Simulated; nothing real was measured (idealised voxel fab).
process module | voxel ribs on slabs
cross-section cut | 205 nm wide | cells 5 nm
A cross-section is a grid of square cells, given in bands from the top down. A band is one or more rows of cells.
Each band's line starts with the height of the band's top and of its bottom, in nm. Then come its materials from left to right, each with its width in nm. One material with "throughout" fills the band from edge to edge. "air" is empty space.
Height 0 is the level under which the wafer as received is all one material. The lowest band goes on downwards, as in "0 down".
A width such as "30 to 40" changes by the same amount from each row of cells to the next, from the band's top row to its bottom row.
"no change" after a step means that no cell of the cross-section changed.
closed voids: empty space of 8 cells or more with no open way to the top, each as width x height at its distance from the left edge, in nm
after a step's settings: what the simulator itself notes on the step
overlay nm, on a step with a mask: how far to the right of its planned place the mask lay; to the left if negative
plan
1 op RECEIVE | material Si
2 op DIRECTIONAL_DEP | material SiO2 | thk nm 25
3 op DIRECTIONAL_DEP | material SiN | thk nm 15
4 op DIRECTIONAL_DEP | material aC | thk nm 10
5 op PATTERN | tone cover | mask id RIB | material resist | width nm 20 | thk nm 25 | overlay nm 0
6 op DIRECTIONAL_ETCH | etch materials aC | depth nm 10
7 op STRIP | etch materials resist
8 op DIRECTIONAL_ETCH | etch materials SiN | depth nm 5
9 op STRIP | etch materials aC
10 op MASKED_ETCH | tone cover | mask id SLAB | width nm 60 | etch materials SiN | depth nm 10 | overlay nm 0
11 op FILL_DEP | material SiO2 | thk nm 15
12 op CMP | height nm 50
13 op DIRECTIONAL_DEP | material W | thk nm 10
14 op PATTERN | tone cover | mask id HEATER | material resist | width nm 30 | thk nm 15 | overlay nm 0
15 op DIRECTIONAL_ETCH | etch materials W | depth nm 10
16 op STRIP | etch materials resist
17 op CONFORMAL_DEP | material SiN | thk nm 5
as received, after step 1
  0 down: Si throughout
  closed voids: none
first wafer at the end, as planned
  65 to 60: air 80 | SiN 40 | air 85
  60 to 55: air 80 | SiN 5 | W 30 | SiN 5 | air 85
  55 to 50: SiN 85 | W 30 | SiN 90
  50 to 40: SiO2 throughout
  40 to 35: SiO2 90 | SiN 20 | SiO2 95
  35 to 25: SiO2 70 | SiN 60 | SiO2 75
  25 to 0: SiO2 throughout
  0 down: Si throughout
  closed voids: none
second wafer at the end: like start, like plan, one mistake
  60 to 50: air 85 | W 30 | air 90
  50 to 40: SiO2 throughout
  40 to 35: SiO2 90 | SiN 20 | SiO2 95
  35 to 25: SiO2 70 | SiN 60 | SiO2 75
  25 to 0: SiO2 throughout
  0 down: Si throughout
  closed voids: none
what went wrong: step 17 was left out
at the end the second wafer has, in cells: 45 fewer of SiN
